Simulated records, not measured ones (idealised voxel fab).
The process module presented herein is designated voxel tone inversion.
200 nm wide, 5 nm square cells: that's cross-section cut.
How to read a cross-section here: the picture is a grid of square cells, written as bands going from the top down, and any band can span one or more rows of cells.
Band: top height; bottom height; in nm. Then, left to right: material with width in nm, for each material. "edge to edge": a single material spanning edge to edge. "blank": empty space.
Height reference: 0 = level under which incoming wafer is all one material. Lowest band: no bottom, runs on downward, e.g. "0 down".
Read "30..40" as a graded width: first number on top, second number at the bottom, same change between each pair of neighbouring rows.
"no change occurred" after a step means that no cell of the cross-section changed.
Empty spaces without an open route to the top, at least 8 cells in extent, make up the entry "Fully sealed voids"; each is given as width x height at distance, where the distance is measured from the left edge, and all are in nm.
Step line, after settings: the simulator's comment on this step.
overlay nm: right-of-plan distance of the mask on a masked step; negative values mean left-of-plan.
Steps planned for the process:
1 RECEIVE [material Si]
2 CONFORMAL_DEP [material SiCN] [thk nm 5]
3 DIRECTIONAL_DEP [material aC] [thk nm 25]
4 PATTERN [tone cover] [mask id POSTS] [material resist] [width nm 20] [pitch nm 35] [thk nm 35] [overlay nm 0]
5 DIRECTIONAL_ETCH [etch materials aC] [depth nm 25]
6 STRIP [etch materials resist]
7 FILL_DEP [material SiO2] [thk nm 10]
8 CMP [height nm 30]
9 STRIP [etch materials aC]
10 CONFORMAL_DEP [material TiN] [thk nm 5]
11 FILL_DEP [material Cu] [thk nm 10]
12 CMP [height nm 30]
13 CONFORMAL_DEP [material SiCN] [thk nm 5]
The first of two wafers, run as planned:
Incoming wafer in cross-section (state: after step 1):
> 0 down: Si edge to edge
> Fully sealed voids: none
After step 2: wafer cross-section:
> 5 to 0: SiCN edge to edge
> All layers under 0 are left as they were.
After step 3: wafer cross-section:
> 30 to 5: aC edge to edge
> All layers under 5 are left as they were.
After step 4: wafer cross-section:
> 65 to 30: 70 blank, then 20 resist, then 15 blank, then 20 resist, then 75 blank
> All layers under 30 are left as they were.
After step 5: wafer cross-section:
> 40 to 30: 70 blank, then 20 resist, then 15 blank, then 20 resist, then 75 blank
> 30 to 5: 70 blank, then 20 aC, then 15 blank, then 20 aC, then 75 blank
> All layers under 5 are left as they were.
After step 6: wafer cross-section:
> 30 to 5: 70 blank, then 20 aC, then 15 blank, then 20 aC, then 75 blank
> All layers under 5 are left as they were.
After step 7: wafer cross-section:
> 40 to 30: SiO2 edge to edge
> 30 to 5: 70 SiO2, then 20 aC, then 15 SiO2, then 20 aC, then 75 SiO2
> All layers under 5 are left as they were.
After step 8: wafer cross-section:
> 30 to 5: 70 SiO2, then 20 aC, then 15 SiO2, then 20 aC, then 75 SiO2
> All layers under 5 are left as they were.
After step 9: wafer cross-section:
> 30 to 5: 70 SiO2, then 20 blank, then 15 SiO2, then 20 blank, then 75 SiO2
> All layers under 5 are left as they were.
After step 10: wafer cross-section:
> 35 to 30: 75 TiN, then 10 blank, then 25 TiN, then 10 blank, then 80 TiN
> 30 to 10: 70 SiO2, then 5 TiN, then 10 blank, then 5 TiN, then 15 SiO2, then 5 TiN, then 10 blank, then 5 TiN, then 75 SiO2
> 10 to 5: 70 SiO2, then 20 TiN, then 15 SiO2, then 20 TiN, then 75 SiO2
> All layers under 5 are left as they were.
After step 11: wafer cross-section:
> 45 to 35: Cu edge to edge
> 35 to 30: 75 TiN, then 10 Cu, then 25 TiN, then 10 Cu, then 80 TiN
> 30 to 10: 70 SiO2, then 5 TiN, then 10 Cu, then 5 TiN, then 15 SiO2, then 5 TiN, then 10 Cu, then 5 TiN, then 75 SiO2
> All layers under 10 are left as they were.
After step 12: wafer cross-section:
> 30 to 10: 70 SiO2, then 5 TiN, then 10 Cu, then 5 TiN, then 15 SiO2, then 5 TiN, then 10 Cu, then 5 TiN, then 75 SiO2
> All layers under 10 are left as they were.
After step 13: wafer cross-section:
> 35 to 30: SiCN edge to edge
> All layers under 30 are left as they were.
For the second wafer, take the first wafer's start and plan, then add one mistake made in running it; everything through step 7, that step included, is shared with the first:
Cross-section, second wafer, at the end time the plan gives for step 8:
> 25 to 5: 70 SiO2, then 20 aC, then 15 SiO2, then 20 aC, then 75 SiO2
> All layers under 5 are left as they were.
Cross-section, second wafer, at the end time the plan gives for step 9:
> 25 to 5: 70 SiO2, then 20 blank, then 15 SiO2, then 20 blank, then 75 SiO2
> All layers under 5 are left as they were.
Cross-section, second wafer, at the end time the plan gives for step 10:
> 30 to 25: 75 TiN, then 10 blank, then 25 TiN, then 10 blank, then 80 TiN
> 25 to 10: 70 SiO2, then 5 TiN, then 10 blank, then 5 TiN, then 15 SiO2, then 5 TiN, then 10 blank, then 5 TiN, then 75 SiO2
> 10 to 5: 70 SiO2, then 20 TiN, then 15 SiO2, then 20 TiN, then 75 SiO2
> All layers under 5 are left as they were.
Cross-section, second wafer, at the end time the plan gives for step 11:
> 40 to 30: Cu edge to edge
> 30 to 25: 75 TiN, then 10 Cu, then 25 TiN, then 10 Cu, then 80 TiN
> 25 to 10: 70 SiO2, then 5 TiN, then 10 Cu, then 5 TiN, then 15 SiO2, then 5 TiN, then 10 Cu, then 5 TiN, then 75 SiO2
> All layers under 10 are left as they were.
Cross-section, second wafer, at the end time the plan gives for step 12:
> 30 to 25: 75 TiN, then 10 Cu, then 25 TiN, then 10 Cu, then 80 TiN
> All layers under 25 are left as they were.
Cross-section, second wafer, at the end time the plan gives for step 13:
> 35 to 30: SiCN edge to edge
> All layers under 30 are left as they were.
Run error: heads up, step 8 didn't go per plan, it actually ran as CMP [height nm 25]
In the final state, the cell counts of the second wafer exceed or fall short of those of the first for the following materials: -32 SiO2 | +32 TiN
